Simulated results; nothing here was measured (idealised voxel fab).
The following is a process module called voxel gate over fins.
Shown is cross-section cut, with a width of 235 nm and square cells of size 5 nm.
A cross-section is a grid of square cells, given in bands from the top down. A band is one or more rows of cells. Heads up on the band format: heights come first, top then bottom, in nm. After that it's the materials left to right, each with its width in nm. A single material flagged "all across" fills the whole band edge to edge, and "air" means there's empty space there. Height 0 is the level under which the wafer as received is all one material. The lowest band goes on downwards, as in "0 down". Think of "30->40" as a width that walks from the first number to the second as you go down the band, top row to bottom row, taking equal-sized steps from row to row. Step note "remained the same" = no cross-section cell changed. Heads up: "Closed void catalog" only lists the empty pockets with no open path to the top that are 8 cells or more, and it writes them as width x height at distance, distance from the left edge, in nm. after a step's settings: what the simulator itself notes on the step. When a step includes a mask, the "overlay nm" setting on its line states how far to the right of its planned place that mask lay, and negative values state how far to the left.
[Listed below are the process steps as planned]
1 RECEIVE | material Si
2 CONFORMAL_DEP | material SiN | thk nm 10
3 DIRECTIONAL_DEP | material aC | thk nm 10
4 PATTERN | tone cover | mask id FINS | material resist | width nm 15 | pitch nm 50 | thk nm 25 | overlay nm 0
5 DIRECTIONAL_ETCH | etch materials aC | depth nm 10
6 STRIP | etch materials resist
7 DIRECTIONAL_ETCH | etch materials SiN | depth nm 10
8 DIRECTIONAL_ETCH | etch materials Si | depth nm 35
9 STRIP | etch materials aC
10 OXIDIZE | depth nm 5
11 FILL_DEP | material SiO2 | thk nm 10
12 CMP | height nm 10
13 DIRECTIONAL_DEP | material aC | thk nm 10
14 PATTERN | tone open | mask id RAIL | material resist | width nm 15 | thk nm 30 | overlay nm 0
15 DIRECTIONAL_ETCH | etch materials aC | depth nm 10
16 STRIP | etch materials resist
17 DIRECTIONAL_ETCH | etch materials SiO2 | depth nm 40
18 STRIP | etch materials aC
19 CONFORMAL_DEP | material TiN | thk nm 5
20 FILL_DEP | material Ru | thk nm 5
21 CMP | height nm 10
22 SELECTIVE_ETCH | etch materials W Ru TiN | depth nm 35
23 FILL_DEP | material SiO2 | thk nm 5
24 CMP | height nm 10
25 SELECTIVE_ETCH | etch materials SiO2 | depth nm 25
26 STRIP | etch materials SiN
27 CONFORMAL_DEP | material HfO2 | thk nm 5
28 CONFORMAL_DEP | material TiN | thk nm 5
29 CONFORMAL_DEP | material TiAl | thk nm 5
30 CONFORMAL_DEP | material TiN | thk nm 5
31 FILL_DEP | material W | thk nm 10
32 CMP | height nm 25
33 CONFORMAL_DEP | material SiN | thk nm 10
[Wafer cross-section on receipt, i.e. after step 1]
  0 down  Si all across
  Closed void catalog: none
[Final wafer profile in cross-section after the module, from the same start and plan as above, with one mistake made during processing]
  35 to 25  SiN all across
  25 to 15  W all across
  15 to 5  W=25 / TiN=35 / W=15 / TiN=35 / W=15 / TiN=35 / W=15 / TiN=35 / W=25
  5 to 0  W=25 / TiN=10 / HfO2=15 / TiN=10 / W=15 / TiN=10 / HfO2=15 / TiN=10 / W=15 / TiN=10 / HfO2=15 / TiN=10 / W=15 / TiN=10 / HfO2=15 / TiN=10 / W=25
  0 to -10  TiN=35 / HfO2=5 / Si=5 / HfO2=5 / TiN=35 / HfO2=5 / Si=5 / HfO2=5 / TiN=35 / HfO2=5 / Si=5 / HfO2=5 / TiN=35 / HfO2=5 / Si=5 / HfO2=5 / TiN=35
  -10 to -15  HfO2=40 / Si=5 / HfO2=45 / Si=5 / HfO2=45 / Si=5 / HfO2=45 / Si=5 / HfO2=40
  -15 to -25  SiO2=40 / Si=5 / SiO2=45 / Si=5 / SiO2=45 / Si=5 / SiO2=45 / Si=5 / SiO2=40
  -25 to -30  SiO2=40 / Si=5 / SiO2=15 / TiN=15 / SiO2=15 / Si=5 / SiO2=45 / Si=5 / SiO2=45 / Si=5 / SiO2=40
  -30 to -40  SiO2=40 / Si=5 / SiO2=45 / Si=5 / SiO2=45 / Si=5 / SiO2=45 / Si=5 / SiO2=40
  -40 down  Si all across
  Closed void catalog: none
Where did the run depart from the plan? step 29 of the plan was omitted and not executed
